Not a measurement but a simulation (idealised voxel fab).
Herein follows the process module entitled voxel self aligned vias.
The width of the displayed cross-section, cut, is 270 nm; its cells are square, with a size of 5 nm.
A cross-section in this document is a grid of square cells, and it is written down as bands, the top band listed before the ones below it; a band is made up of one or more rows of cells.
This entry defines a band. It first specifies the height of the band's top and the height of its bottom in nm, and then specifies the band's materials from left to right, stating each material with its width in nm. The word "all across" identifies a single material that fills the band from edge to edge, while the word "air" identifies empty space.
Basically, 0 is our baseline, since under it the wafer straight out of the box is all one material. The bottom band has no lower end and keeps on going down, so it looks like "0 nm and below".
The width entry "30 to 40" should be interpreted row by row: the top row of cells in the band takes the first number, the bottom row takes the second number, and the change between adjacent rows is uniform throughout.
"no modifications", as given for a step, is the statement that not any cell of the cross-section underwent a change during that step.
Entry "Tabulated closed voids" = empty spaces >= 8 cells with no open way to the top; each as width x height at distance, distance from left edge, all nm.
Formally, on a step line, whatever follows the settings is a remark that the simulator itself makes on the step.
"overlay nm" answers the question of how far to the right of plan the mask lay on a step that has a mask, and when it is negative the answer is to the left.
-- So here's the lineup of process steps we planned
1,RECEIVE | material Si
2,CONFORMAL_DEP | material SiO2 | thk nm 10
3,CONFORMAL_DEP | material SiCN | thk nm 5
4,DIRECTIONAL_DEP | material SiO2 | thk nm 20
5,MASKED_ETCH | tone open | mask id LINES | width nm 30 | pitch nm 60 | etch materials SiO2 | depth nm 20 | overlay nm 0
6,CONFORMAL_DEP | material TiN | thk nm 5
7,FILL_DEP | material Ru | thk nm 10
8,CMP | height nm 35
9,SELECTIVE_ETCH | etch materials W Ru TiN | depth nm 10
10,FILL_DEP | material SiN | thk nm 10
11,CMP | height nm 35
12,DIRECTIONAL_DEP | material SiO2 | thk nm 15
13,MASKED_ETCH | tone open | mask id VIAS | width nm 40 | etch materials SiO2 | depth nm 15 | overlay nm 0
14,MASKED_ETCH | tone open | mask id VIAS | width nm 40 | etch materials SiN | depth nm 10 | overlay nm 0
15,CONFORMAL_DEP | material TiN | thk nm 5
16,FILL_DEP | material Ru | thk nm 10
17,CMP | height nm 50
18,CONFORMAL_DEP | material SiN | thk nm 5
-- So, the first of our two wafers, run just as we planned it
-- Delivered wafer in cross-section: state after step 1
  0 nm and below  Si all across
  Tabulated closed voids: none
-- Take a look at the wafer's cross-section after step 2
  10 nm to 0 nm  SiO2 all across
  All layers under 0 are left as they were.
-- Take a look at the wafer's cross-section after step 3
  15 nm to 10 nm  SiCN all across
  All layers under 10 are left as they were.
-- Take a look at the wafer's cross-section after step 4
  35 nm to 15 nm  SiO2 all across
  All layers under 15 are left as they were.
-- Take a look at the wafer's cross-section after step 5
  35 nm to 15 nm  90 of SiO2, 30 of air, 30 of SiO2, 30 of air, 90 of SiO2
  All layers under 15 are left as they were.
-- Take a look at the wafer's cross-section after step 6
  40 nm to 35 nm  95 of TiN, 20 of air, 40 of TiN, 20 of air, 95 of TiN
  35 nm to 20 nm  90 of SiO2, 5 of TiN, 20 of air, 5 of TiN, 30 of SiO2, 5 of TiN, 20 of air, 5 of TiN, 90 of SiO2
  20 nm to 15 nm  90 of SiO2, 30 of TiN, 30 of SiO2, 30 of TiN, 90 of SiO2
  All layers under 15 are left as they were.
-- Take a look at the wafer's cross-section after step 7
  50 nm to 40 nm  Ru all across
  40 nm to 35 nm  95 of TiN, 20 of Ru, 40 of TiN, 20 of Ru, 95 of TiN
  35 nm to 20 nm  90 of SiO2, 5 of TiN, 20 of Ru, 5 of TiN, 30 of SiO2, 5 of TiN, 20 of Ru, 5 of TiN, 90 of SiO2
  All layers under 20 are left as they were.
-- Take a look at the wafer's cross-section after step 8
  35 nm to 20 nm  90 of SiO2, 5 of TiN, 20 of Ru, 5 of TiN, 30 of SiO2, 5 of TiN, 20 of Ru, 5 of TiN, 90 of SiO2
  All layers under 20 are left as they were.
-- Take a look at the wafer's cross-section after step 9
  35 nm to 25 nm  90 of SiO2, 30 of air, 30 of SiO2, 30 of air, 90 of SiO2
  All layers under 25 are left as they were.
-- Take a look at the wafer's cross-section after step 10
  45 nm to 35 nm  SiN all across
  35 nm to 25 nm  90 of SiO2, 30 of SiN, 30 of SiO2, 30 of SiN, 90 of SiO2
  All layers under 25 are left as they were.
-- Take a look at the wafer's cross-section after step 11
  35 nm to 25 nm  90 of SiO2, 30 of SiN, 30 of SiO2, 30 of SiN, 90 of SiO2
  All layers under 25 are left as they were.
-- Take a look at the wafer's cross-section after step 12
  50 nm to 35 nm  SiO2 all across
  All layers under 35 are left as they were.
-- Take a look at the wafer's cross-section after step 13
  50 nm to 35 nm  85 of SiO2, 40 of air, 145 of SiO2
  All layers under 35 are left as they were.
-- Take a look at the wafer's cross-section after step 14
  50 nm to 35 nm  85 of SiO2, 40 of air, 145 of SiO2
  35 nm to 25 nm  90 of SiO2, 30 of air, 30 of SiO2, 30 of SiN, 90 of SiO2
  All layers under 25 are left as they were.
-- Take a look at the wafer's cross-section after step 15
  55 nm to 50 nm  90 of TiN, 30 of air, 150 of TiN
  50 nm to 40 nm  85 of SiO2, 5 of TiN, 30 of air, 5 of TiN, 145 of SiO2
  40 nm to 35 nm  85 of SiO2, 10 of TiN, 20 of air, 10 of TiN, 145 of SiO2
  35 nm to 30 nm  90 of SiO2, 5 of TiN, 20 of air, 5 of TiN, 30 of SiO2, 30 of SiN, 90 of SiO2
  30 nm to 25 nm  90 of SiO2, 30 of TiN, 30 of SiO2, 30 of SiN, 90 of SiO2
  All layers under 25 are left as they were.
-- Take a look at the wafer's cross-section after step 16
  65 nm to 55 nm  Ru all across
  55 nm to 50 nm  90 of TiN, 30 of Ru, 150 of TiN
  50 nm to 40 nm  85 of SiO2, 5 of TiN, 30 of Ru, 5 of TiN, 145 of SiO2
  40 nm to 35 nm  85 of SiO2, 10 of TiN, 20 of Ru, 10 of TiN, 145 of SiO2
  35 nm to 30 nm  90 of SiO2, 5 of TiN, 20 of Ru, 5 of TiN, 30 of SiO2, 30 of SiN, 90 of SiO2
  All layers under 30 are left as they were.
-- Take a look at the wafer's cross-section after step 17
  50 nm to 40 nm  85 of SiO2, 5 of TiN, 30 of Ru, 5 of TiN, 145 of SiO2
  All layers under 40 are left as they were.
-- Take a look at the wafer's cross-section after step 18
  55 nm to 50 nm  SiN all across
  All layers under 50 are left as they were.
-- What follows concerns the second wafer, which started out like the first and was meant to follow the very same plan; one mistake crept in when it was run, but everything up to and including step 1 is the same as for the first wafer
Second wafer, cross-section, planned end of step 2: no modifications
-- Second wafer, cross-section, planned end of step 3
  5 nm to 0 nm  SiCN all across
  All layers under 0 are left as they were.
-- Second wafer, cross-section, planned end of step 4
  25 nm to 5 nm  SiO2 all across
  All layers under 5 are left as they were.
-- Second wafer, cross-section, planned end of step 5
  25 nm to 5 nm  90 of SiO2, 30 of air, 30 of SiO2, 30 of air, 90 of SiO2
  All layers under 5 are left as they were.
-- Second wafer, cross-section, planned end of step 6
  30 nm to 25 nm  95 of TiN, 20 of air, 40 of TiN, 20 of air, 95 of TiN
  25 nm to 10 nm  90 of SiO2, 5 of TiN, 20 of air, 5 of TiN, 30 of SiO2, 5 of TiN, 20 of air, 5 of TiN, 90 of SiO2
  10 nm to 5 nm  90 of SiO2, 30 of TiN, 30 of SiO2, 30 of TiN, 90 of SiO2
  All layers under 5 are left as they were.
-- Second wafer, cross-section, planned end of step 7
  40 nm to 30 nm  Ru all across
  30 nm to 25 nm  95 of TiN, 20 of Ru, 40 of TiN, 20 of Ru, 95 of TiN
  25 nm to 10 nm  90 of SiO2, 5 of TiN, 20 of Ru, 5 of TiN, 30 of SiO2, 5 of TiN, 20 of Ru, 5 of TiN, 90 of SiO2
  All layers under 10 are left as they were.
-- Second wafer, cross-section, planned end of step 8
  35 nm to 30 nm  Ru all across
  All layers under 30 are left as they were.
-- Second wafer, cross-section, planned end of step 9
  25 nm to 10 nm  90 of SiO2, 5 of TiN, 20 of Ru, 5 of TiN, 30 of SiO2, 5 of TiN, 20 of Ru, 5 of TiN, 90 of SiO2
  All layers under 10 are left as they were.
-- Second wafer, cross-section, planned end of step 10
  35 nm to 25 nm  SiN all across
  All layers under 25 are left as they were.
Second wafer, cross-section, planned end of step 11: no modifications
-- Second wafer, cross-section, planned end of step 12
  50 nm to 35 nm  SiO2 all across
  All layers under 35 are left as they were.
-- Second wafer, cross-section, planned end of step 13
  50 nm to 35 nm  85 of SiO2, 40 of air, 145 of SiO2
  All layers under 35 are left as they were.
-- Second wafer, cross-section, planned end of step 14
  50 nm to 35 nm  85 of SiO2, 40 of air, 145 of SiO2
  35 nm to 25 nm  85 of SiN, 40 of air, 145 of SiN
  All layers under 25 are left as they were.
-- Second wafer, cross-section, planned end of step 15
  55 nm to 50 nm  90 of TiN, 30 of air, 150 of TiN
  50 nm to 35 nm  85 of SiO2, 5 of TiN, 30 of air, 5 of TiN, 145 of SiO2
  35 nm to 30 nm  85 of SiN, 5 of TiN, 30 of air, 5 of TiN, 145 of SiN
  30 nm to 25 nm  85 of SiN, 40 of TiN, 145 of SiN
  All layers under 25 are left as they were.
-- Second wafer, cross-section, planned end of step 16
  65 nm to 55 nm  Ru all across
  55 nm to 50 nm  90 of TiN, 30 of Ru, 150 of TiN
  50 nm to 35 nm  85 of SiO2, 5 of TiN, 30 of Ru, 5 of TiN, 145 of SiO2
  35 nm to 30 nm  85 of SiN, 5 of TiN, 30 of Ru, 5 of TiN, 145 of SiN
  All layers under 30 are left as they were.
-- Second wafer, cross-section, planned end of step 17
  50 nm to 35 nm  85 of SiO2, 5 of TiN, 30 of Ru, 5 of TiN, 145 of SiO2
  All layers under 35 are left as they were.
-- Second wafer, cross-section, planned end of step 18
  55 nm to 50 nm  SiN all across
  All layers under 50 are left as they were.
Diagnosis: with respect to the plan, step 2 was omitted and not executed
Final cells, second wafer relative to first, materials higher or lower: 20 more of Ru | 80 more of SiN | 108 fewer of SiO2 | 8 more of TiN
